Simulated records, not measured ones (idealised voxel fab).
process module | voxel fin reveal
cross-section cut | 160 nm wide | cells 5 nm
A cross-section is a grid of square cells, given in bands from the top down. A band is one or more rows of cells.
Each band's line starts with the height of the band's top and of its bottom, in nm. Then come its materials from left to right, each with its width in nm. One material with "throughout" fills the band from edge to edge. "air" is empty space.
Height 0 is the level under which the wafer as received is all one material. The lowest band goes on downwards, as in "0 down".
A width such as "30 to 40" changes by the same amount from each row of cells to the next, from the band's top row to its bottom row.
"no change" after a step means that no cell of the cross-section changed.
closed voids: empty space of 8 cells or more with no open way to the top, each as width x height at its distance from the left edge, in nm
after a step's settings: what the simulator itself notes on the step
overlay nm, on a step with a mask: how far to the right of its planned place the mask lay; to the left if negative
plan
1 op RECEIVE | material Si
2 op CONFORMAL_DEP | material SiN | thk nm 5
3 op DIRECTIONAL_DEP | material aC | thk nm 15
4 op PATTERN | tone cover | mask id FINS | material resist | width nm 15 | pitch nm 35 | thk nm 35 | overlay nm 0
5 op DIRECTIONAL_ETCH | etch materials aC | depth nm 15
6 op STRIP | etch materials resist
7 op DIRECTIONAL_ETCH | etch materials SiN | depth nm 5
8 op DIRECTIONAL_ETCH | etch materials Si | depth nm 30
9 op STRIP | etch materials aC
10 op OXIDIZE | depth nm 5
11 op FILL_DEP | material SiO2 | thk nm 10
12 op CMP | height nm 5
13 op SELECTIVE_ETCH | etch materials SiO2 | depth nm 15
14 op STRIP | etch materials SiN
15 op CONFORMAL_DEP | material SiO2 | thk nm 5
first wafer, as planned
as received, after step 1
  0 down: Si throughout
  closed voids: none
after step 2
  5 to 0: SiN throughout
  below 0: unchanged
after step 3
  20 to 5: aC throughout
  below 5: unchanged
after step 4
  55 to 20: air 20 | resist 15 | air 20 | resist 15 | air 20 | resist 15 | air 20 | resist 15 | air 20
  below 20: unchanged
after step 5
  40 to 20: air 20 | resist 15 | air 20 | resist 15 | air 20 | resist 15 | air 20 | resist 15 | air 20
  20 to 5: air 20 | aC 15 | air 20 | aC 15 | air 20 | aC 15 | air 20 | aC 15 | air 20
  below 5: unchanged
after step 6
  20 to 5: air 20 | aC 15 | air 20 | aC 15 | air 20 | aC 15 | air 20 | aC 15 | air 20
  below 5: unchanged
after step 7
  20 to 5: air 20 | aC 15 | air 20 | aC 15 | air 20 | aC 15 | air 20 | aC 15 | air 20
  5 to 0: air 20 | SiN 15 | air 20 | SiN 15 | air 20 | SiN 15 | air 20 | SiN 15 | air 20
  below 0: unchanged
after step 8
  20 to 5: air 20 | aC 15 | air 20 | aC 15 | air 20 | aC 15 | air 20 | aC 15 | air 20
  5 to 0: air 20 | SiN 15 | air 20 | SiN 15 | air 20 | SiN 15 | air 20 | SiN 15 | air 20
  0 to -30: air 20 | Si 15 | air 20 | Si 15 | air 20 | Si 15 | air 20 | Si 15 | air 20
  below -30: unchanged
after step 9
  5 to 0: air 20 | SiN 15 | air 20 | SiN 15 | air 20 | SiN 15 | air 20 | SiN 15 | air 20
  below 0: unchanged
after step 10
  5 to 0: air 20 | SiN 15 | air 20 | SiN 15 | air 20 | SiN 15 | air 20 | SiN 15 | air 20
  0 to -30: air 20 | SiO2 5 | Si 5 | SiO2 5 | air 20 | SiO2 5 | Si 5 | SiO2 5 | air 20 | SiO2 5 | Si 5 | SiO2 5 | air 20 | SiO2 5 | Si 5 | SiO2 5 | air 20
  -30 to -35: SiO2 25 | Si 5 | SiO2 30 | Si 5 | SiO2 30 | Si 5 | SiO2 30 | Si 5 | SiO2 25
  below -35: unchanged
after step 11
  15 to 5: SiO2 throughout
  5 to 0: SiO2 20 | SiN 15 | SiO2 20 | SiN 15 | SiO2 20 | SiN 15 | SiO2 20 | SiN 15 | SiO2 20
  0 to -35: SiO2 25 | Si 5 | SiO2 30 | Si 5 | SiO2 30 | Si 5 | SiO2 30 | Si 5 | SiO2 25
  below -35: unchanged
after step 12
  5 to 0: SiO2 20 | SiN 15 | SiO2 20 | SiN 15 | SiO2 20 | SiN 15 | SiO2 20 | SiN 15 | SiO2 20
  below 0: unchanged
after step 13
  5 to 0: air 20 | SiN 15 | air 20 | SiN 15 | air 20 | SiN 15 | air 20 | SiN 15 | air 20
  0 to -10: air 25 | Si 5 | air 30 | Si 5 | air 30 | Si 5 | air 30 | Si 5 | air 25
  below -10: unchanged
after step 14
  0 to -10: air 25 | Si 5 | air 30 | Si 5 | air 30 | Si 5 | air 30 | Si 5 | air 25
  below -10: unchanged
after step 15
  5 to 0: air 20 | SiO2 15 | air 20 | SiO2 15 | air 20 | SiO2 15 | air 20 | SiO2 15 | air 20
  0 to -5: air 20 | SiO2 5 | Si 5 | SiO2 5 | air 20 | SiO2 5 | Si 5 | SiO2 5 | air 20 | SiO2 5 | Si 5 | SiO2 5 | air 20 | SiO2 5 | Si 5 | SiO2 5 | air 20
  -5 to -35: SiO2 25 | Si 5 | SiO2 30 | Si 5 | SiO2 30 | Si 5 | SiO2 30 | Si 5 | SiO2 25
  below -35: unchanged
second wafer: like start, like plan, one mistake. Through step 13 it matches the first wafer
when step 14 should have ended
  5 to 0: air 20 | SiN 15 | air 20 | SiN 15 | air 20 | SiN 15 | air 20 | SiN 15 | air 20
  0 to -35: air 25 | Si 5 | air 30 | Si 5 | air 30 | Si 5 | air 30 | Si 5 | air 25
  below -35: unchanged
when step 15 should have ended
  10 to 5: air 15 | SiO2 25 | air 10 | SiO2 25 | air 10 | SiO2 25 | air 10 | SiO2 25 | air 15
  5 to 0: air 15 | SiO2 5 | SiN 15 | SiO2 5 | air 10 | SiO2 5 | SiN 15 | SiO2 5 | air 10 | SiO2 5 | SiN 15 | SiO2 5 | air 10 | SiO2 5 | SiN 15 | SiO2 5 | air 15
  0 to -5: air 15 | SiO2 10 | Si 5 | SiO2 10 | air 10 | SiO2 10 | Si 5 | SiO2 10 | air 10 | SiO2 10 | Si 5 | SiO2 10 | air 10 | SiO2 10 | Si 5 | SiO2 10 | air 15
  -5 to -30: air 20 | SiO2 5 | Si 5 | SiO2 5 | air 20 | SiO2 5 | Si 5 | SiO2 5 | air 20 | SiO2 5 | Si 5 | SiO2 5 | air 20 | SiO2 5 | Si 5 | SiO2 5 | air 20
  -30 to -35: SiO2 25 | Si 5 | SiO2 30 | Si 5 | SiO2 30 | Si 5 | SiO2 30 | Si 5 | SiO2 25
  below -35: unchanged
what went wrong: step 14 ran as: op STRIP | etch materials SiO2
at the end the second wafer has, in cells: 12 more of SiN | 76 fewer of SiO2
